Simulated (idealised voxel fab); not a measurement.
Title: Process Module voxel ribs on slabs
The width of the displayed cross-section, cut, is 295 nm; its cells are square, with a size of 5 nm.
A cross-section is written here as square cells arranged in a grid, and it is given in bands from the top down, each band taking up one or more rows of cells. Read a band's entry like this: the first values are the height of its top and the height of its bottom in nm, and what follows is the sequence of materials from left to right, each with its width in nm. Note that "blank" is empty space, and that a single material marked "all across" reaches across the band from edge to edge. Where do heights start? At 0: under that level the wafer as delivered is made of one material only. And the lowest band has no floor; it just carries on downward, as in "top 0, no bottom". Note: "30..40" means the width goes from the first number (top row of the band) to the second number (bottom row) in equal steps per row of cells. The cross-section has no changed cell in any step marked "nothing got changed". Empty spaces without an open route to the top, at least 8 cells in extent, make up the entry "Enclosed void list"; each is given as width x height at distance, where the distance is measured from the left edge, and all are in nm. Past the settings on a step's line: simulator remark, on that step. What "overlay nm" on a step's line means: if the step has a mask, that mask lay this far to the right of its planned place, or, when the value is negative, to the left.
Here's what the planned process steps look like
| 1 | op RECEIVE | material Si |
| 2 | op DIRECTIONAL_DEP | material SiO2 | thk nm 20 |
| 3 | op DIRECTIONAL_DEP | material SiN | thk nm 15 |
| 4 | op MASKED_ETCH | tone cover | mask id RIB | width nm 20 | etch materials SiN | depth nm 5 | overlay nm 0 |
| 5 | op DIRECTIONAL_DEP | material aC | thk nm 15 |
| 6 | op PATTERN | tone cover | mask id SLAB | material resist | width nm 50 | thk nm 30 | overlay nm 0 |
| 7 | op DIRECTIONAL_ETCH | etch materials aC | depth nm 15 |
| 8 | op STRIP | etch materials resist |
| 9 | op DIRECTIONAL_ETCH | etch materials SiN | depth nm 10 |
| 10 | op STRIP | etch materials aC |
| 11 | op FILL_DEP | material SiO2 | thk nm 20 |
| 12 | op CMP | height nm 45 |
| 13 | op DIRECTIONAL_DEP | material TiN | thk nm 5 |
| 14 | op PATTERN | tone cover | mask id HEATER | material resist | width nm 30 | thk nm 15 | overlay nm 0 |
| 15 | op DIRECTIONAL_ETCH | etch materials TiN | depth nm 5 |
| 16 | op STRIP | etch materials resist |
| 17 | op CONFORMAL_DEP | material SiO2 | thk nm 10 |
As received (post step 1): cross-section
top 0, no bottom  Si all across
Enclosed void list: none
Cross-sectional view of the first of the two wafers upon completion of the module, processed in accordance with the plan
top 60, bottom 55  120 of blank, 50 of SiO2, 125 of blank
top 55, bottom 50  SiO2 all across
top 50, bottom 45  130 of SiO2, 30 of TiN, 135 of SiO2
top 45, bottom 35  SiO2 all across
top 35, bottom 30  135 of SiO2, 20 of SiN, 140 of SiO2
top 30, bottom 20  120 of SiO2, 50 of SiN, 125 of SiO2
top 20, bottom 0  SiO2 all across
top 0, no bottom  Si all across
Enclosed void list: none
Here's the second of our two wafers sectioned at module end. Same start as the first, same plan, but one mistake got made running it
top 60, bottom 55  120 of blank, 50 of SiO2, 125 of blank
top 55, bottom 50  SiO2 all across
top 50, bottom 45  130 of SiO2, 30 of TiN, 135 of SiO2
top 45, bottom 15  SiO2 all across
top 15, bottom 0  SiN all across
top 0, no bottom  Si all across
Enclosed void list: none
Against the plan, the run slipped here: steps 2 and 3 run out of order (swapped)
FYI, end of process, the second wafer has more or fewer cells of some materials than the first: +153 SiN | -153 SiO2
